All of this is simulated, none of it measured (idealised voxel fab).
process module | voxel self aligned vias
cross-section cut | 265 nm wide | cells 5 nm
A cross-section is a grid of square cells, given in bands from the top down. A band is one or more rows of cells.
Each band's line starts with the height of the band's top and of its bottom, in nm. Then come its materials from left to right, each with its width in nm. One material with "throughout" fills the band from edge to edge. "air" is empty space.
Height 0 is the level under which the wafer as received is all one material. The lowest band goes on downwards, as in "0 down".
A width such as "30 to 40" changes by the same amount from each row of cells to the next, from the band's top row to its bottom row.
"no change" after a step means that no cell of the cross-section changed.
closed voids: empty space of 8 cells or more with no open way to the top, each as width x height at its distance from the left edge, in nm
after a step's settings: what the simulator itself notes on the step
overlay nm, on a step with a mask: how far to the right of its planned place the mask lay; to the left if negative
plan
1 op RECEIVE | material Si
2 op CONFORMAL_DEP | material SiO2 | thk nm 10
3 op CONFORMAL_DEP | material SiCN | thk nm 5
4 op DIRECTIONAL_DEP | material lowk | thk nm 25
5 op MASKED_ETCH | tone open | mask id LINES | width nm 25 | pitch nm 65 | etch materials lowk | depth nm 25 | overlay nm 0
6 op CONFORMAL_DEP | material TiN | thk nm 5
7 op FILL_DEP | material W | thk nm 5
8 op CMP | height nm 40
9 op SELECTIVE_ETCH | etch materials W Ru TiN | depth nm 10
10 op FILL_DEP | material SiN | thk nm 10
11 op CMP | height nm 40
12 op DIRECTIONAL_DEP | material lowk | thk nm 15
13 op DIRECTIONAL_DEP | material aC | thk nm 15
14 op PATTERN | tone open | mask id VIAS | material resist | width nm 35 | pitch nm 130 | thk nm 30 | overlay nm 0
15 op DIRECTIONAL_ETCH | etch materials aC | depth nm 15
16 op STRIP | etch materials resist
17 op DIRECTIONAL_ETCH | etch materials lowk | depth nm 15
18 op DIRECTIONAL_ETCH | etch materials SiN | depth nm 10
19 op STRIP | etch materials aC
20 op CONFORMAL_DEP | material TiN | thk nm 5
21 op FILL_DEP | material Cu | thk nm 5
22 op CMP | height nm 55
23 op CONFORMAL_DEP | material SiCN | thk nm 5
as received, after step 1
  0 down: Si throughout
  closed voids: none
first wafer at the end, as planned
  60 to 55: SiCN throughout
  55 to 45: lowk 50 | TiN 5 | Cu 25 | TiN 5 | lowk 95 | TiN 5 | Cu 25 | TiN 5 | lowk 50
  45 to 40: lowk 50 | TiN 10 | Cu 15 | TiN 10 | lowk 95 | TiN 10 | Cu 15 | TiN 10 | lowk 50
  40 to 35: lowk 55 | TiN 5 | Cu 15 | TiN 5 | lowk 40 | SiN 25 | lowk 40 | TiN 5 | Cu 15 | TiN 5 | lowk 55
  35 to 30: lowk 55 | TiN 25 | lowk 40 | SiN 25 | lowk 40 | TiN 25 | lowk 55
  30 to 20: lowk 55 | TiN 5 | W 15 | TiN 5 | lowk 40 | TiN 5 | W 15 | TiN 5 | lowk 40 | TiN 5 | W 15 | TiN 5 | lowk 55
  20 to 15: lowk 55 | TiN 25 | lowk 40 | TiN 25 | lowk 40 | TiN 25 | lowk 55
  15 to 10: SiCN throughout
  10 to 0: SiO2 throughout
  0 down: Si throughout
  closed voids: none
second wafer at the end: like start, like plan, one mistake
  60 to 55: SiCN throughout
  55 to 45: lowk 50 | TiN 5 | Cu 30 | TiN 5 | lowk 90 | TiN 5 | Cu 30 | TiN 5 | lowk 45
  45 to 40: lowk 50 | TiN 10 | Cu 15 | TiN 15 | lowk 90 | TiN 10 | Cu 15 | TiN 15 | lowk 45
  40 to 35: lowk 55 | TiN 5 | Cu 15 | TiN 5 | lowk 40 | SiN 25 | lowk 40 | TiN 5 | Cu 15 | TiN 5 | lowk 55
  35 to 30: lowk 55 | TiN 25 | lowk 40 | SiN 25 | lowk 40 | TiN 25 | lowk 55
  30 to 20: lowk 55 | TiN 5 | W 15 | TiN 5 | lowk 40 | TiN 5 | W 15 | TiN 5 | lowk 40 | TiN 5 | W 15 | TiN 5 | lowk 55
  20 to 15: lowk 55 | TiN 25 | lowk 40 | TiN 25 | lowk 40 | TiN 25 | lowk 55
  15 to 10: SiCN throughout
  10 to 0: SiO2 throughout
  0 down: Si throughout
  closed voids: none
what went wrong: step 14 ran as: op PATTERN | tone open | mask id VIAS | material resist | width nm 40 | pitch nm 130 | thk nm 30 | overlay nm 0
at the end the second wafer has, in cells: 4 more of Cu | 2 more of TiN | 6 fewer of lowk
